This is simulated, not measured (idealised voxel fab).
voxel released beams: a process module
Square cells of 5 nm make up the cross-section cut, whose width is 160 nm.
We lay out every cross-section as a grid of square cells and spell it out in bands from the top down, where one band means one or more rows of cells. In this notation a band is specified by the heights of its top and bottom, in that order and in nm, after which its materials appear from left to right, each paired with its width in nm. The word "everywhere" attached to a single material means that material fills the band from edge to edge; the word "blank" stands for empty space. Beneath 0, the wafer as received is one material, and that level is where height counting begins. The lowest band goes on downward without a bottom; it is written like "from 0 down". So if you see something like "30->40" for the width, read it as the top row of the band sitting at the first number and the bottom row at the second, with every row in between moving by the same amount as the last. "nothing altered" after a step means that no cell of the cross-section changed. Heads up: "Completely sealed voids" only lists the empty pockets with no open path to the top that are 8 cells or more, and it writes them as width x height at distance, distance from the left edge, in nm. On each step's line, the part that comes after the settings is the simulator's own comment on the step. Among the settings permitted on a step's line is "overlay nm"; applied to a step with a mask, it specifies the extent to which the mask lay to the right of its planned position, whereas a negative figure signifies a position to the left.
# Here's what the planned process steps look like
step 1: RECEIVE with material Si
step 2: CONFORMAL_DEP with material Al2O3, thk nm 5
step 3: DIRECTIONAL_DEP with material SiO2, thk nm 20
step 4: DIRECTIONAL_DEP with material aC, thk nm 15
step 5: PATTERN with tone open, mask id ANCHOR, material resist, width nm 35, thk nm 30, overlay nm 0
step 6: DIRECTIONAL_ETCH with etch materials aC, depth nm 15
step 7: STRIP with etch materials resist
step 8: DIRECTIONAL_ETCH with etch materials SiO2, depth nm 20
step 9: STRIP with etch materials aC
step 10: CONFORMAL_DEP with material W, thk nm 10
step 11: DIRECTIONAL_DEP with material aC, thk nm 10
step 12: PATTERN with tone cover, mask id BEAM, material resist, width nm 110, thk nm 30, overlay nm 0
step 13: DIRECTIONAL_ETCH with etch materials aC, depth nm 10
step 14: STRIP with etch materials resist
step 15: DIRECTIONAL_ETCH with etch materials W, depth nm 10
step 16: STRIP with etch materials aC
step 17: STRIP with etch materials SiO2
# Wafer at receipt (post step 1), cross-section
	from 0 down: Si everywhere
	Completely sealed voids: none
# Run as planned - first of the two wafers cross-sectioned at the end of the module
	from 35 to 25: 20 nm blank  15 nm W  15 nm blank  80 nm W  30 nm blank
	from 25 to 15: 25 nm blank  10 nm W  15 nm blank  10 nm W  100 nm blank
	from 15 to 5: 25 nm blank  35 nm W  100 nm blank
	from 5 to 0: Al2O3 everywhere
	from 0 down: Si everywhere
	Completely sealed voids: none
# Cross-section, second wafer: same start as the first, same plan as the first, one mistake in running it; taken at the end of the module
	from 35 to 25: 30 nm blank  5 nm W  15 nm blank  90 nm W  20 nm blank
	from 25 to 15: 25 nm blank  10 nm W  15 nm blank  10 nm W  100 nm blank
	from 15 to 5: 25 nm blank  35 nm W  100 nm blank
	from 5 to 0: Al2O3 everywhere
	from 0 down: Si everywhere
	Completely sealed voids: none
Plan not followed: step 12 ran as: PATTERN with tone cover, mask id BEAM, material resist, width nm 110, thk nm 30, overlay nm 10
By the end, you'd get the same cell count for each material on either wafer, but the second wafer puts them somewhere else.
